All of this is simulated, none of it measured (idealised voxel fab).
Title: Process Module voxel ribs on slabs
Cross-section cut: width 200 nm, square cells of 5 nm.
Reading order for cross-sections: top band down to bottom band. Underlying form: a grid of square cells. Band size: one or more rows of cells.
Basically the band line says how high the top is and how high the bottom is, in nm, and then what's in it from left to right, every material with its width in nm. Empty space shows up as "blank", and if a single material carries "full width" it runs the full band edge to edge.
All heights in this document are referenced to 0, defined as the level beneath which the wafer, as received, consists entirely of one material. The lowest band is not bounded below; it extends indefinitely downward and is written in the form "0 down".
Width spec "30..40" -> top row of cells at first value, bottom row at second value, equal per-row change in between.
When a step is marked "same as before", none of the cells in the cross-section changed during that step.
Basically, "Cavities, closed" tells you about the enclosed voids: empty spaces with no open way to the top, 8 cells or bigger, each written width x height at distance, where distance is from the left edge, all in nm.
That trailing text on a step's line, after the settings, is the simulator's own remark on the step.
What "overlay nm" on a step's line means: if the step has a mask, that mask lay this far to the right of its planned place, or, when the value is negative, to the left.
### Process steps - plan
| 1 | RECEIVE [material Si] |
| 2 | DIRECTIONAL_DEP [material SiO2] [thk nm 25] |
| 3 | DIRECTIONAL_DEP [material polySi] [thk nm 25] |
| 4 | PATTERN [tone cover] [mask id RIB] [material resist] [width nm 15] [thk nm 15] [overlay nm 0] |
| 5 | DIRECTIONAL_ETCH [etch materials polySi] [depth nm 15] |
| 6 | STRIP [etch materials resist] |
| 7 | PATTERN [tone cover] [mask id SLAB] [material resist] [width nm 45] [thk nm 20] [overlay nm 0] |
| 8 | DIRECTIONAL_ETCH [etch materials polySi] [depth nm 10] |
| 9 | STRIP [etch materials resist] |
| 10 | FILL_DEP [material SiO2] [thk nm 25] |
| 11 | CMP [height nm 70] |
| 12 | DIRECTIONAL_DEP [material W] [thk nm 5] |
| 13 | DIRECTIONAL_DEP [material aC] [thk nm 10] |
| 14 | PATTERN [tone cover] [mask id HEATER] [material resist] [width nm 25] [thk nm 25] [overlay nm 0] |
| 15 | DIRECTIONAL_ETCH [etch materials aC] [depth nm 10] |
| 16 | STRIP [etch materials resist] |
| 17 | DIRECTIONAL_ETCH [etch materials W] [depth nm 5] |
| 18 | STRIP [etch materials aC] |
| 19 | CONFORMAL_DEP [material SiN] [thk nm 5] |
### Delivered wafer in cross-section: state after step 1
  0 down = Si full width
  Cavities, closed: none
### End-of-module cross-section. Starting structure and process plan as above; one mistake made in running it
  75 to 70 = blank 85 / W 25 / blank 90
  70 to 50 = SiO2 full width
  50 to 35 = SiO2 90 / polySi 15 / SiO2 95
  35 to 25 = SiO2 75 / polySi 45 / SiO2 80
  25 to 0 = SiO2 full width
  0 down = Si full width
  Cavities, closed: none
Deviation noted in wafer processing: step 19 of the plan: omitted, not performed
